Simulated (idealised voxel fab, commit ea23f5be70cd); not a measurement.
This is a process module. Its name is voxel fin reveal.
Cross-section cut spans 230 nm and uses square cells 5 nm in size.
A cross-section in this document is a grid of square cells, and it is written down as bands, the top band listed before the ones below it; a band is made up of one or more rows of cells.
A band entry consists of two parts. The first gives the height of the band's top and the height of its bottom, in nm. The rest lists the band's materials from left to right, each with its width in nm. A single material labelled with the word "full width" fills the band from edge to edge, and the word "blank" marks empty space.
For the purposes of this specification, 0 denotes the height below which the wafer in its as-received condition is composed wholly of one material, and the lowermost band, lacking a lower limit, extends downward without end, as expressed in "from 0 down".
Per-row width for "30->40": begins at first number (top row of band), ends at second number (bottom row), increment between rows held constant.
Where a step carries "no alteration", the cross-section came out of it unchanged, cell for cell.
"Catalogued sealed voids" contains a list of empty spaces, each no smaller than 8 cells and without an open way to the top, written in the form width x height at distance with the distance from the left edge and all three in nm.
Anything after a step's settings on that line? It's the simulator's own note about the step.
Regarding "overlay nm": on a step with a mask, it is the distance the mask lay to the right of its planned place; a negative value places it to the left.

The steps planned for the process are as follows:
1. RECEIVE [material Si]
2. CONFORMAL_DEP [material SiN] [thk nm 5]
3. MASKED_ETCH [tone cover] [mask id FINS] [width nm 15] [pitch nm 35] [etch materials SiN] [depth nm 5] [overlay nm 0]
4. MASKED_ETCH [tone cover] [mask id FINS] [width nm 15] [pitch nm 35] [etch materials Si] [depth nm 30] [overlay nm 0]
5. OXIDIZE [depth nm 5]
6. FILL_DEP [material SiO2] [thk nm 5]
7. CMP [height nm 5]
8. SELECTIVE_ETCH [etch materials SiO2] [depth nm 25]
9. STRIP [etch materials SiN]

The first of two wafers, run as planned:

As received (post step 1): cross-section:
    from 0 down  Si full width
    Catalogued sealed voids: none

Step 2 done - wafer cross-section:
    from 5 to 0  SiN full width
    Heights below 0 show no change.

Step 3 done - wafer cross-section:
    from 5 to 0  90 blank, 15 SiN, 20 blank, 15 SiN, 90 blank
    Heights below 0 show no change.

Step 4 done - wafer cross-section:
    from 5 to 0  90 blank, 15 SiN, 20 blank, 15 SiN, 90 blank
    from 0 to -30  90 blank, 15 Si, 20 blank, 15 Si, 90 blank
    Heights below -30 show no change.

Step 5 done - wafer cross-section:
    from 5 to 0  90 blank, 15 SiN, 20 blank, 15 SiN, 90 blank
    from 0 to -30  90 blank, 5 SiO2, 5 Si, 5 SiO2, 20 blank, 5 SiO2, 5 Si, 5 SiO2, 90 blank
    from -30 to -35  95 SiO2, 5 Si, 30 SiO2, 5 Si, 95 SiO2
    Heights below -35 show no change.

Step 6 done - wafer cross-section:
    from 10 to 5  SiO2 full width
    from 5 to 0  90 SiO2, 15 SiN, 20 SiO2, 15 SiN, 90 SiO2
    from 0 to -35  95 SiO2, 5 Si, 30 SiO2, 5 Si, 95 SiO2
    Heights below -35 show no change.

Step 7 done - wafer cross-section:
    from 5 to 0  90 SiO2, 15 SiN, 20 SiO2, 15 SiN, 90 SiO2
    Heights below 0 show no change.

Step 8 done - wafer cross-section:
    from 5 to 0  90 blank, 15 SiN, 20 blank, 15 SiN, 90 blank
    from 0 to -20  95 blank, 5 Si, 30 blank, 5 Si, 95 blank
    Heights below -20 show no change.

Step 9 done - wafer cross-section:
    from 0 to -20  95 blank, 5 Si, 30 blank, 5 Si, 95 blank
    Heights below -20 show no change.

The Second Wafer: Common Origin and Plan, One Mistake in Execution, Identical to the First Through Step 2:

Cross-sectional view of the second wafer at the intended end time of process step 3:
    from 5 to 0  90 blank, 20 SiN, 15 blank, 20 SiN, 85 blank
    Heights below 0 show no change.

Cross-sectional view of the second wafer at the intended end time of process step 4:
    from 5 to 0  90 blank, 20 SiN, 15 blank, 20 SiN, 85 blank
    from 0 to -30  90 blank, 20 Si, 15 blank, 20 Si, 85 blank
    Heights below -30 show no change.

Cross-sectional view of the second wafer at the intended end time of process step 5:
    from 5 to 0  90 blank, 20 SiN, 15 blank, 20 SiN, 85 blank
    from 0 to -30  90 blank, 5 SiO2, 10 Si, 5 SiO2, 15 blank, 5 SiO2, 10 Si, 5 SiO2, 85 blank
    from -30 to -35  95 SiO2, 10 Si, 25 SiO2, 10 Si, 90 SiO2
    Heights below -35 show no change.

Cross-sectional view of the second wafer at the intended end time of process step 6:
    from 10 to 5  SiO2 full width
    from 5 to 0  90 SiO2, 20 SiN, 15 SiO2, 20 SiN, 85 SiO2
    from 0 to -35  95 SiO2, 10 Si, 25 SiO2, 10 Si, 90 SiO2
    Heights below -35 show no change.

Cross-sectional view of the second wafer at the intended end time of process step 7:
    from 5 to 0  90 SiO2, 20 SiN, 15 SiO2, 20 SiN, 85 SiO2
    Heights below 0 show no change.

Cross-sectional view of the second wafer at the intended end time of process step 8:
    from 5 to 0  90 blank, 20 SiN, 15 blank, 20 SiN, 85 blank
    from 0 to -20  95 blank, 10 Si, 25 blank, 10 Si, 90 blank
    Heights below -20 show no change.

Cross-sectional view of the second wafer at the intended end time of process step 9:
    from 0 to -20  95 blank, 10 Si, 25 blank, 10 Si, 90 blank
    Heights below -20 show no change.
What was the processing mistake? contrary to plan, step 3 was performed as MASKED_ETCH [tone cover] [mask id FINS] [width nm 20] [pitch nm 35] [etch materials SiN] [depth nm 5] [overlay nm 0]
Counted in cells at the end, the second wafer holds more or fewer of these materials than the first: Si: 14 more, SiO2: 6 fewer
